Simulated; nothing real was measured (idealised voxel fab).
process module | voxel released beams
cross-section cut | 280 nm wide | cells 5 nm
A cross-section is a grid of square cells, given in bands from the top down. A band is one or more rows of cells.
Each band's line starts with the height of the band's top and of its bottom, in nm. Then come its materials from left to right, each with its width in nm. One material with "throughout" fills the band from edge to edge. "air" is empty space.
Height 0 is the level under which the wafer as received is all one material. The lowest band goes on downwards, as in "0 down".
A width such as "30 to 40" changes by the same amount from each row of cells to the next, from the band's top row to its bottom row.
"no change" after a step means that no cell of the cross-section changed.
closed voids: empty space of 8 cells or more with no open way to the top, each as width x height at its distance from the left edge, in nm
after a step's settings: what the simulator itself notes on the step
overlay nm, on a step with a mask: how far to the right of its planned place the mask lay; to the left if negative
plan
1 op RECEIVE | material Si
2 op CONFORMAL_DEP | material SiN | thk nm 10
3 op DIRECTIONAL_DEP | material SiO2 | thk nm 15
4 op MASKED_ETCH | tone open | mask id ANCHOR | width nm 40 | etch materials SiO2 | depth nm 15 | overlay nm 0
5 op CONFORMAL_DEP | material W | thk nm 15
6 op DIRECTIONAL_DEP | material aC | thk nm 10
7 op PATTERN | tone cover | mask id BEAM | material resist | width nm 120 | thk nm 25 | overlay nm 0
8 op DIRECTIONAL_ETCH | etch materials aC | depth nm 10
9 op STRIP | etch materials resist
10 op DIRECTIONAL_ETCH | etch materials W | depth nm 15
11 op STRIP | etch materials aC
12 op STRIP | etch materials SiO2
as received, after step 1
  0 down: Si throughout
  closed voids: none
first wafer at the end, as planned
  40 to 25: air 75 | W 20 | air 10 | W 90 | air 85
  25 to 10: air 80 | W 40 | air 160
  10 to 0: SiN throughout
  0 down: Si throughout
  closed voids: none
second wafer at the end: like start, like plan, one mistake
  40 to 25: air 75 | W 60 | air 145
  25 to 10: air 65 | W 15 | SiO2 40 | W 75 | air 85
  10 to 0: SiN throughout
  0 down: Si throughout
  closed voids: none
what went wrong: step 4 ran as: op MASKED_ETCH | tone cover | mask id ANCHOR | width nm 40 | etch materials SiO2 | depth nm 15 | overlay nm 0
at the end the second wafer has, in cells: 24 more of SiO2
